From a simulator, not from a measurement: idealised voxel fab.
process module | voxel quadruple lines
cross-section cut | 190 nm wide | cells 5 nm
A cross-section is a grid of square cells, given in bands from the top down. A band is one or more rows of cells.
Each band's line starts with the height of the band's top and of its bottom, in nm. Then come its materials from left to right, each with its width in nm. One material with "throughout" fills the band from edge to edge. "air" is empty space.
Height 0 is the level under which the wafer as received is all one material. The lowest band goes on downwards, as in "0 down".
A width such as "30 to 40" changes by the same amount from each row of cells to the next, from the band's top row to its bottom row.
"no change" after a step means that no cell of the cross-section changed.
closed voids: empty space of 8 cells or more with no open way to the top, each as width x height at its distance from the left edge, in nm
after a step's settings: what the simulator itself notes on the step
overlay nm, on a step with a mask: how far to the right of its planned place the mask lay; to the left if negative
plan
1 op RECEIVE | material Si
2 op CONFORMAL_DEP | material SiO2 | thk nm 5
3 op DIRECTIONAL_DEP | material W | thk nm 15
4 op DIRECTIONAL_DEP | material polySi | thk nm 15
5 op DIRECTIONAL_DEP | material aC | thk nm 25
6 op PATTERN | tone cover | mask id MANDREL | material resist | width nm 20 | pitch nm 60 | thk nm 30 | overlay nm 0
7 op DIRECTIONAL_ETCH | etch materials aC | depth nm 25
8 op STRIP | etch materials resist
9 op CONFORMAL_DEP | material SiO2 | thk nm 10
10 op DIRECTIONAL_ETCH | etch materials SiO2 | depth nm 10
11 op STRIP | etch materials aC
12 op DIRECTIONAL_ETCH | etch materials polySi | depth nm 15
13 op STRIP | etch materials SiO2
14 op CONFORMAL_DEP | material SiCN | thk nm 5
15 op DIRECTIONAL_ETCH | etch materials SiCN | depth nm 5
16 op STRIP | etch materials polySi
17 op DIRECTIONAL_ETCH | etch materials W | depth nm 15
18 op STRIP | etch materials SiCN
varied across the wafers: thk nm of step 2. The plan shows the first wafer's value. All wafers start alike
first wafer as received, after step 1
  0 down: Si throughout
  closed voids: none
each wafer at the end: cells of each material gained (+) or lost (-) since it was received, then its closed voids
thk nm 5 | +38 SiO2 | +24 W | closed voids: none
thk nm 10 | +76 SiO2 | +24 W | closed voids: none
thk nm 15 | +114 SiO2 | +24 W | closed voids: none
thk nm 20 | +152 SiO2 | +24 W | closed voids: none
thk nm 25 | +190 SiO2 | +24 W | closed voids: none
